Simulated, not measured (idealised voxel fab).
Herein follows the process module entitled voxel self aligned vias.
Cross-section cut spans 165 nm and uses square cells 5 nm in size.
A cross-section in this document is a grid of square cells, and it is written down as bands, the top band listed before the ones below it; a band is made up of one or more rows of cells. Look at the band entry: it leads with the top's height and the bottom's height in nm. Then it lists the materials left to right, with a width in nm for each. The word "full width" on a single material says that material fills the band edge to edge. The word "blank" is empty space. Height datum 0, below which the as-received substrate wafer is one material. Lowest band open at the bottom, running downward: "0 down". You'd read "30 to 40" like this: the band's top row of cells is as wide as the first number, its bottom row is as wide as the second, and going down, every row changes width by the same amount as the row before did. Any step labelled "no change" changed none of the cells in the cross-section. Under "Voids lacking openings" you'll find the enclosed gaps, the ones with no way out to the top, that are 8 cells or bigger; each reads width x height at distance, with distance counted from the left edge, everything in nm. Step line, after settings: the simulator's comment on this step. Among the settings permitted on a step's line is "overlay nm"; applied to a step with a mask, it specifies the extent to which the mask lay to the right of its planned position, whereas a negative figure signifies a position to the left.

Here's what the planned process steps look like
- 1: op RECEIVE | material Si
- 2: op CONFORMAL_DEP | material SiO2 | thk nm 15
- 3: op CONFORMAL_DEP | material SiCN | thk nm 5
- 4: op DIRECTIONAL_DEP | material SiO2 | thk nm 20
- 5: op MASKED_ETCH | tone open | mask id LINES | width nm 15 | pitch nm 55 | etch materials SiO2 | depth nm 20 | overlay nm 0
- 6: op CONFORMAL_DEP | material TiN | thk nm 5
- 7: op FILL_DEP | material Ru | thk nm 5
- 8: op CMP | height nm 40
- 9: op SELECTIVE_ETCH | etch materials W Ru TiN | depth nm 5
- 10: op FILL_DEP | material SiN | thk nm 10
- 11: op CMP | height nm 40
- 12: op DIRECTIONAL_DEP | material SiO2 | thk nm 20
- 13: op DIRECTIONAL_DEP | material aC | thk nm 10
- 14: op PATTERN | tone open | mask id VIAS | material resist | width nm 30 | thk nm 30 | overlay nm 0
- 15: op DIRECTIONAL_ETCH | etch materials aC | depth nm 10
- 16: op STRIP | etch materials resist
- 17: op DIRECTIONAL_ETCH | etch materials SiO2 | depth nm 20
- 18: op DIRECTIONAL_ETCH | etch materials SiN | depth nm 5
- 19: op STRIP | etch materials aC
- 20: op CONFORMAL_DEP | material TiN | thk nm 5
- 21: op FILL_DEP | material Cu | thk nm 5
- 22: op CMP | height nm 60
- 23: op CONFORMAL_DEP | material SiCN | thk nm 5
Where the wafers of this document differ is in the width nm of step 5; they start out the same, and the plan states the value that applied to the first wafer.

Here's the first of the wafers in cross-section, just as we got it, i.e. after step 1
	0 down  Si full width
	Voids lacking openings: none

Wafer rows, end of module: cells per material gained (+) or lost (-) since receipt; closed voids last
width nm 15; +13 Cu; +4 Ru; +66 SiCN; +3 SiN; +315 SiO2; +28 TiN; Voids lacking openings: none
width nm 20; +14 Cu; +8 Ru; +66 SiCN; +4 SiN; +307 SiO2; +30 TiN; Voids lacking openings: none
width nm 25; +15 Cu; +12 Ru; +66 SiCN; +5 SiN; +299 SiO2; +32 TiN; Voids lacking openings: none
width nm 30; +16 Cu; +16 Ru; +66 SiCN; +6 SiN; +291 SiO2; +34 TiN; Voids lacking openings: none
width nm 35; +16 Cu; +20 Ru; +66 SiCN; +8 SiN; +283 SiO2; +36 TiN; Voids lacking openings: none
